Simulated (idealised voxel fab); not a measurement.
You're looking at the process module voxel released beams.
Cross-section cut: width 260 nm, square cells of 5 nm.
Cross-sections here: square-cell grids, written as top-down lists of bands, a band being one or more rows of cells.
Top, bottom (nm), then materials left to right with widths (nm); lone material tagged "all across" fills the whole band edge to edge; "air" = empty space.
Heights are reckoned from 0. Under this level, the received wafer is all of one material. The bottommost band is open-ended downward, for example "0 and below".
Note: "30->40" means the width goes from the first number (top row of the band) to the second number (bottom row) in equal steps per row of cells.
Where a step carries "identical to before", the cross-section came out of it unchanged, cell for cell.
Entry "Sealed internal voids". Content: empty spaces with no open connection to the top, size 8 cells or greater. Each: width x height at distance. Distance: from left edge. Unit: nm.
Post-settings text on a step line: simulator's own remark regarding the step.
The line of a step may include "overlay nm". On a step with a mask, this value is how far to the right of its planned place the mask lay. A negative value means the mask lay to the left.

## The process steps that were planned are listed below
| 1 | RECEIVE, material Si |
| 2 | CONFORMAL_DEP, material SiN, thk nm 5 |
| 3 | DIRECTIONAL_DEP, material SiO2, thk nm 20 |
| 4 | DIRECTIONAL_DEP, material aC, thk nm 15 |
| 5 | PATTERN, tone open, mask id ANCHOR, material resist, width nm 25, thk nm 30, overlay nm 0 |
| 6 | DIRECTIONAL_ETCH, etch materials aC, depth nm 15 |
| 7 | STRIP, etch materials resist |
| 8 | DIRECTIONAL_ETCH, etch materials SiO2, depth nm 20 |
| 9 | STRIP, etch materials aC |
| 10 | CONFORMAL_DEP, material W, thk nm 10 |
| 11 | PATTERN, tone cover, mask id BEAM, material resist, width nm 70, thk nm 15, overlay nm 0 |
| 12 | DIRECTIONAL_ETCH, etch materials W, depth nm 10 |
| 13 | STRIP, etch materials resist |
| 14 | STRIP, etch materials SiO2 |
The plan shows the width nm of step 11 as the first wafer had it; this setting differs between the wafers, which start out alike.

## Cross-section of the first of several wafers on receipt, reflecting completion of step 1
- 0 and below | Si all across
- Sealed internal voids: none

## Cross-section after step 14, the final step of the module, for the first of several wafers
- 35 down to 25 | 90 of air; 10 of W; 5 of air; 55 of W; 100 of air
- 25 down to 15 | 90 of air; 10 of W; 5 of air; 10 of W; 145 of air
- 15 down to 5 | 90 of air; 25 of W; 145 of air
- 5 down to 0 | SiN all across
- 0 and below | Si all across
- Sealed internal voids: none

## Wafer cross-section (last wafer, module end)
- 35 down to 25 | 80 of air; 20 of W; 5 of air; 70 of W; 85 of air
- 25 down to 15 | 90 of air; 10 of W; 5 of air; 10 of W; 145 of air
- 15 down to 5 | 90 of air; 25 of W; 145 of air
- 5 down to 0 | SiN all across
- 0 and below | Si all across
- Sealed internal voids: none

## Below: a row per wafer. Contents at end of module: for every material, cells gained since receipt (+) or lost since receipt (-); then closed voids
width nm 70, +52 SiN, +44 W, Sealed internal voids: none
width nm 75, +52 SiN, +46 W, Sealed internal voids: none
width nm 80, +52 SiN, +48 W, Sealed internal voids: none
width nm 85, +52 SiN, +50 W, Sealed internal voids: none
width nm 90, +52 SiN, +52 W, Sealed internal voids: none
width nm 95, +52 SiN, +54 W, Sealed internal voids: none
